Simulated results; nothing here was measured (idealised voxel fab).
The process module presented herein is designated voxel local oxidation.
In the cross-section labelled cut, the width is 295 nm and each square cell is 5 nm.
In this document a cross-section is written as a grid of square cells. It is given as a series of bands, listed from the top down, and a band is one or more rows of cells.
Heights first: top, then bottom, in nm. Then materials, left to right, each with a width in nm. "full width" on a single material: fills the band edge to edge. "air": empty space.
A quick word on heights: they are counted from 0, and under that level the wafer as it came to us is one material throughout. The lowest band is different from the rest in having no bottom; it simply continues downward, written as in "z 0 and below".
The two numbers in a width such as "30->40" mark its ends across the band: the first belongs to the top row of cells, the second to the bottom row, and from each row to the next the width moves by the same amount.
For the purposes of this document, the phrase "no modification" attached to a step denotes that no cell within the cross-section was modified by that step.
Heads up: "Enclosed void listing" only lists the empty pockets with no open path to the top that are 8 cells or more, and it writes them as width x height at distance, distance from the left edge, in nm.
Where a step's line continues beyond its settings, the continuation is a remark by the simulator itself on that step.
overlay nm: where the mask lay relative to plan, measured to the right, on steps with a mask; negatives go left.

# These are the steps we planned for the process
1: RECEIVE [material Si]
2: CONFORMAL_DEP [material SiO2] [thk nm 5]
3: CONFORMAL_DEP [material SiN] [thk nm 15]
4: MASKED_ETCH [tone cover] [mask id ACTIVE] [width nm 100] [etch materials SiN] [depth nm 15] [overlay nm 0]
5: SELECTIVE_ETCH [etch materials SiO2] [depth nm 5]
6: OXIDIZE [depth nm 10]
7: STRIP [etch materials SiN]

# This is the cross-section of the wafer as we received it, i.e. after step 1
z 0 and below = Si full width
Enclosed void listing: none

# Cross-sectional result after module completion. Note: starting condition and plan are unchanged from above; one processing mistake was made
z 5 to 0 = air 110 / SiO2 90 / air 95
z 0 to -10 = SiO2 120 / Si 70 / SiO2 105
z -10 and below = Si full width
Enclosed void listing: none
The plan and the run diverged here: step 4 off recipe, ran as MASKED_ETCH [tone cover] [mask id ACTIVE] [width nm 100] [etch materials SiN] [depth nm 15] [overlay nm 10]
